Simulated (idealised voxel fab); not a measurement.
Proc. module: voxel released beams
275 nm wide, 5 nm square cells: that's cross-section cut.
We lay out every cross-section as a grid of square cells and spell it out in bands from the top down, where one band means one or more rows of cells.
It is stipulated that each band's entry specify, in nanometres, the height of the top of the band and then that of its bottom, followed by the materials of the band in left-to-right sequence, each together with its width in nanometres. A single material marked by the word "everywhere" is understood to fill the band from edge to edge; the word "empty" is understood to denote empty space.
Beneath 0, the wafer as received is one material, and that level is where height counting begins. The lowest band goes on downward without a bottom; it is written like "0 down".
Note: "30..40" means the width goes from the first number (top row of the band) to the second number (bottom row) in equal steps per row of cells.
"nothing altered" -> step changed no cross-section cell.
Reported under the label "Entrapped void list" are the empty spaces having no open way to the top and comprising 8 cells or more; the notation for each is width x height at distance, in which the distance is measured from the left edge and all three values are in nm.
On each step's line, the part that comes after the settings is the simulator's own comment on the step.
overlay nm: mask offset rightward from planned place, masked step; negative means leftward offset.

BELOW IS THE LIST OF PLANNED PROCESS STEPS
step 1: op RECEIVE | material Si
step 2: op CONFORMAL_DEP | material Al2O3 | thk nm 5
step 3: op DIRECTIONAL_DEP | material SiO2 | thk nm 20
step 4: op MASKED_ETCH | tone open | mask id ANCHOR | width nm 25 | etch materials SiO2 | depth nm 20 | overlay nm 0
step 5: op CONFORMAL_DEP | material SiN | thk nm 10
step 6: op DIRECTIONAL_DEP | material aC | thk nm 10
step 7: op PATTERN | tone cover | mask id BEAM | material resist | width nm 75 | thk nm 25 | overlay nm 0
step 8: op DIRECTIONAL_ETCH | etch materials aC | depth nm 10
step 9: op STRIP | etch materials resist
step 10: op DIRECTIONAL_ETCH | etch materials SiN | depth nm 10
step 11: op STRIP | etch materials aC
step 12: op STRIP | etch materials SiO2

THIS IS THE CROSS-SECTION OF THE WAFER AS WE RECEIVED IT, I.E. AFTER STEP 1
0 down: Si everywhere
Entrapped void list: none

STARTING STRUCTURE AND PROCESS PLAN ARE AS SHOWN ABOVE, BUT ONE MISTAKE WAS MADE IN RUNNING THE MODULE; THE WAFER CROSS-SECTION AT THE END OF THE MODULE FOLLOWS
30 to 20: empty=95, then SiN=15, then empty=5, then SiN=55, then empty=105
20 to 15: empty=100, then SiN=10, then empty=5, then SiN=10, then empty=150
15 to 5: empty=100, then SiN=25, then empty=150
5 to 0: Al2O3 everywhere
0 down: Si everywhere
Entrapped void list: none
Which mistake was made when the wafer was run? it should be noted that step 3 was executed with settings other than those planned, the operation and settings actually applied being op DIRECTIONAL_DEP | material SiO2 | thk nm 15
